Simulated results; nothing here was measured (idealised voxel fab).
Title: Process Module voxel transistor to metal
Shown is cross-section cut, with a width of 210 nm and square cells of size 5 nm.
For the purposes of this document, a cross-section shall be understood as a grid of square cells, specified as bands listed in top-to-bottom order, each band consisting of one or more rows of cells. Quick guide to a band line: top height, bottom height (nm) up front; then every material left to right with its width in nm. Only one material and it's marked "full width"? Then it fills the band edge to edge. And "empty" just means empty space. Zero point of the height axis is 0; under it, received wafer = one material. Lowest band: continues down indefinitely, "z 0 and below". A two-number width, for instance "30->40", indicates that the width is equal to the first number in the top row of the band and to the second number in the bottom row, and that it changes by a constant amount per row of cells. "nothing different" -> step changed no cross-section cell. This entry, "Unvented cavities", enumerates those empty regions of no fewer than 8 cells that possess no open connection to the top. Each region is reported in the form width x height at distance, the distance being taken from the left edge, with all three quantities expressed in nm. Post-settings text on a step line: simulator's own remark regarding the step. overlay nm: mask right of planned place by this much (step with mask). Neg. = left.

## List of planned process steps
1: RECEIVE [material Si]
2: CONFORMAL_DEP [material SiO2] [thk nm 5]
3: CONFORMAL_DEP [material SiN] [thk nm 10]
4: DIRECTIONAL_DEP [material aC] [thk nm 10]
5: PATTERN [tone cover] [mask id ACTIVE] [material resist] [width nm 105] [thk nm 25] [overlay nm 0]
6: DIRECTIONAL_ETCH [etch materials aC] [depth nm 10]
7: STRIP [etch materials resist]
8: DIRECTIONAL_ETCH [etch materials SiN] [depth nm 10]
9: DIRECTIONAL_ETCH [etch materials SiO2] [depth nm 5]
10: DIRECTIONAL_ETCH [etch materials Si] [depth nm 30]
11: STRIP [etch materials aC]
12: FILL_DEP [material SiO2] [thk nm 15]
13: CMP [height nm 15]
14: SELECTIVE_ETCH [etch materials SiO2] [depth nm 5]
15: STRIP [etch materials SiN]
16: SELECTIVE_ETCH [etch materials SiO2] [depth nm 5]
17: OXIDIZE [depth nm 5]
18: DIRECTIONAL_DEP [material polySi] [thk nm 20]
19: DIRECTIONAL_DEP [material SiCN] [thk nm 10]
20: DIRECTIONAL_DEP [material aC] [thk nm 10]
21: PATTERN [tone cover] [mask id GATE] [material resist] [width nm 15] [thk nm 30] [overlay nm 0]
22: DIRECTIONAL_ETCH [etch materials aC] [depth nm 10]
23: STRIP [etch materials resist]
24: DIRECTIONAL_ETCH [etch materials SiCN] [depth nm 20]
25: DIRECTIONAL_ETCH [etch materials polySi] [depth nm 30]
26: STRIP [etch materials aC]
27: CONFORMAL_DEP [material SiN] [thk nm 5]
28: DIRECTIONAL_ETCH [etch materials SiN] [depth nm 5]
29: DIRECTIONAL_ETCH [etch materials SiO2] [depth nm 5]
30: EPI [material pSi] [thk nm 5]
31: FILL_DEP [material SiO2] [thk nm 10]
32: CMP [height nm 30]
33: DIRECTIONAL_DEP [material SiO2] [thk nm 15]
34: PATTERN [tone open] [mask id CONTACT] [material resist] [width nm 30] [pitch nm 55] [thk nm 20] [overlay nm 0]
35: DIRECTIONAL_ETCH [etch materials SiO2] [depth nm 45]
36: STRIP [etch materials resist]
37: CONFORMAL_DEP [material TiN] [thk nm 5]
38: FILL_DEP [material W] [thk nm 5]
39: CMP [height nm 45]
40: DIRECTIONAL_DEP [material TiN] [thk nm 5]
41: DIRECTIONAL_DEP [material W] [thk nm 25]
42: DIRECTIONAL_DEP [material aC] [thk nm 15]
43: PATTERN [tone cover] [mask id METAL_1] [material resist] [width nm 15] [pitch nm 70] [thk nm 35] [overlay nm 0]
44: DIRECTIONAL_ETCH [etch materials aC] [depth nm 15]
45: STRIP [etch materials resist]
46: DIRECTIONAL_ETCH [etch materials W] [depth nm 25]
47: DIRECTIONAL_ETCH [etch materials TiN] [depth nm 5]
48: STRIP [etch materials aC]
49: FILL_DEP [material SiO2] [thk nm 10]
50: CMP [height nm 75]
51: CONFORMAL_DEP [material SiN] [thk nm 5]

## Cross-section of the incoming wafer, state after step 1
	z 0 and below | Si full width
	Unvented cavities: none

## first wafer at the end, as planned
	z 80 to 75 | SiN full width
	z 75 to 50 | 60 SiO2  15 W  55 SiO2  15 W  65 SiO2
	z 50 to 45 | 60 SiO2  15 TiN  55 SiO2  15 TiN  65 SiO2
	z 45 to 30 | 60 SiO2  5 TiN  20 W  5 TiN  25 SiO2  5 TiN  20 W  5 TiN  65 SiO2
	z 30 to 20 | 60 SiO2  5 TiN  20 W  5 TiN  5 SiN  15 SiCN  5 SiN  5 TiN  20 W  5 TiN  65 SiO2
	z 20 to 5 | 60 SiO2  5 TiN  20 W  5 TiN  5 SiN  15 polySi  5 SiN  5 TiN  20 W  5 TiN  65 SiO2
	z 5 to 0 | 45 SiO2  5 SiN  10 SiO2  30 TiN  5 SiN  15 polySi  5 SiN  30 TiN  10 SiO2  5 SiN  50 SiO2
	z 0 to -5 | 50 SiO2  40 pSi  25 SiO2  40 pSi  55 SiO2
	z -5 to -30 | 50 SiO2  105 Si  55 SiO2
	z -30 and below | Si full width
	Unvented cavities: none

## Cross-sectional view: second of two wafers, end of module; start and plan identical to the first, one mistake in running
	z 80 to 75 | SiN full width
	z 75 to 50 | 60 SiO2  15 W  55 SiO2  15 W  65 SiO2
	z 50 to 45 | 60 SiO2  15 TiN  55 SiO2  15 TiN  65 SiO2
	z 45 to 35 | 55 SiO2  5 TiN  30 W  5 TiN  15 SiO2  5 TiN  30 W  5 TiN  60 SiO2
	z 35 to 30 | 55 SiO2  5 TiN  25 W  10 TiN  15 SiO2  10 TiN  25 W  5 TiN  60 SiO2
	z 30 to 20 | 55 SiO2  5 TiN  25 W  5 TiN  5 SiN  15 SiCN  5 SiN  5 TiN  25 W  5 TiN  60 SiO2
	z 20 to 5 | 55 SiO2  5 TiN  25 W  5 TiN  5 SiN  15 polySi  5 SiN  5 TiN  25 W  5 TiN  60 SiO2
	z 5 to 0 | 45 SiO2  5 SiN  5 SiO2  35 TiN  5 SiN  15 polySi  5 SiN  35 TiN  5 SiO2  5 SiN  50 SiO2
	z 0 to -5 | 50 SiO2  40 pSi  25 SiO2  40 pSi  55 SiO2
	z -5 to -30 | 50 SiO2  105 Si  55 SiO2
	z -30 and below | Si full width
	Unvented cavities: none
Deviation noted in wafer processing: not per plan at step 34, really ran PATTERN [tone open] [mask id CONTACT] [material resist] [width nm 40] [pitch nm 55] [thk nm 20] [overlay nm 0]
At the finish, the second wafer shows more or fewer cells for some materials than the first does: 24 fewer of SiO2; 4 more of TiN; 20 more of W
